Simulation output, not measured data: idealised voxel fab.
voxel self aligned vias: a process module
Section cut is 270 nm wide and gridded with 5 nm square cells.
Cross-section layout: square cells on a grid; listed as bands, top to bottom; a band spans one or more cell rows. Band: top and bottom heights (nm) first, top before bottom; then materials from left to right, widths in nm. "full width" marks a sole material filling the band edge to edge. "blank" denotes empty space. Heights are measured from 0, the level below which the as-received wafer is all one material; the lowest band has no bottom and continues downward, written as in "0 -> down". Per-row width for "30->40": begins at first number (top row of band), ends at second number (bottom row), increment between rows held constant. "nothing changed" for a step: no cell of the cross-section changed in that step. "Encapsulated voids" enumerates empty spaces isolated from the top, with no open way to it, that contain at least 8 cells, giving each as width x height at distance from the left edge, all three in nm. What comes after the settings on a step's line is commentary from the simulator itself on that step. The "overlay nm" setting may appear on a step's line; for a step that uses a mask, it gives how far to the right of its planned position the mask lay, and a negative value indicates the left.

[Set out below are the planned steps of the process]
step 1: RECEIVE (material Si)
step 2: CONFORMAL_DEP (material SiO2; thk nm 15)
step 3: CONFORMAL_DEP (material SiCN; thk nm 5)
step 4: DIRECTIONAL_DEP (material lowk; thk nm 30)
step 5: MASKED_ETCH (tone open; mask id LINES; width nm 25; pitch nm 75; etch materials lowk; depth nm 30; overlay nm 0)
step 6: CONFORMAL_DEP (material TiN; thk nm 5)
step 7: FILL_DEP (material W; thk nm 10)
step 8: CMP (height nm 50)
step 9: SELECTIVE_ETCH (etch materials W Ru TiN; depth nm 5)
step 10: FILL_DEP (material SiN; thk nm 5)
step 11: CMP (height nm 50)
step 12: DIRECTIONAL_DEP (material lowk; thk nm 15)
step 13: MASKED_ETCH (tone open; mask id VIAS; width nm 45; pitch nm 75; etch materials lowk; depth nm 15; overlay nm 0)
step 14: MASKED_ETCH (tone open; mask id VIAS; width nm 45; pitch nm 75; etch materials SiN; depth nm 5; overlay nm 0)
step 15: CONFORMAL_DEP (material TiN; thk nm 5)
step 16: FILL_DEP (material Cu; thk nm 10)
step 17: CMP (height nm 65)
step 18: CONFORMAL_DEP (material SiN; thk nm 5)

[So this is the incoming wafer in cross-section - it's already been through step 1]
	0 -> down: Si full width
	Encapsulated voids: none

[Cross-section taken at module completion on the first of two wafers; processed per the plan]
	70 -> 65: SiN full width
	65 -> 55: lowk: 35  TiN: 5  Cu: 35  TiN: 5  lowk: 30  TiN: 5  Cu: 35  TiN: 5  lowk: 30  TiN: 5  Cu: 35  TiN: 5  lowk: 40
	55 -> 50: lowk: 35  TiN: 15  Cu: 15  TiN: 15  lowk: 30  TiN: 15  Cu: 15  TiN: 15  lowk: 30  TiN: 15  Cu: 15  TiN: 15  lowk: 40
	50 -> 45: lowk: 45  TiN: 25  lowk: 50  TiN: 25  lowk: 50  TiN: 25  lowk: 50
	45 -> 25: lowk: 45  TiN: 5  W: 15  TiN: 5  lowk: 50  TiN: 5  W: 15  TiN: 5  lowk: 50  TiN: 5  W: 15  TiN: 5  lowk: 50
	25 -> 20: lowk: 45  TiN: 25  lowk: 50  TiN: 25  lowk: 50  TiN: 25  lowk: 50
	20 -> 15: SiCN full width
	15 -> 0: SiO2 full width
	0 -> down: Si full width
	Encapsulated voids: none

[Cross-section, wafer two of two, end of module: same start and plan as wafer one, one error in execution]
	70 -> 65: SiN full width
	65 -> 50: lowk: 35  TiN: 5  Cu: 35  TiN: 5  lowk: 30  TiN: 5  Cu: 35  TiN: 5  lowk: 30  TiN: 5  Cu: 35  TiN: 5  lowk: 40
	50 -> 45: SiN: 35  TiN: 45  SiN: 30  TiN: 45  SiN: 30  TiN: 45  SiN: 40
	45 -> 20: lowk: 45  TiN: 5  W: 15  TiN: 5  lowk: 50  TiN: 5  W: 15  TiN: 5  lowk: 50  TiN: 5  W: 15  TiN: 5  lowk: 50
	20 -> 15: lowk: 45  TiN: 25  lowk: 50  TiN: 25  lowk: 50  TiN: 25  lowk: 50
	15 -> 0: SiO2 full width
	0 -> down: Si full width
	Encapsulated voids: none
Where did the run depart from the plan? step 3 in the plan did not get run; it was skipped
Counted in cells at the end, the second wafer holds more or fewer of these materials than the first: Cu: 12 more; SiCN: 54 fewer; SiN: 27 more; TiN: 6 more; W: 9 more
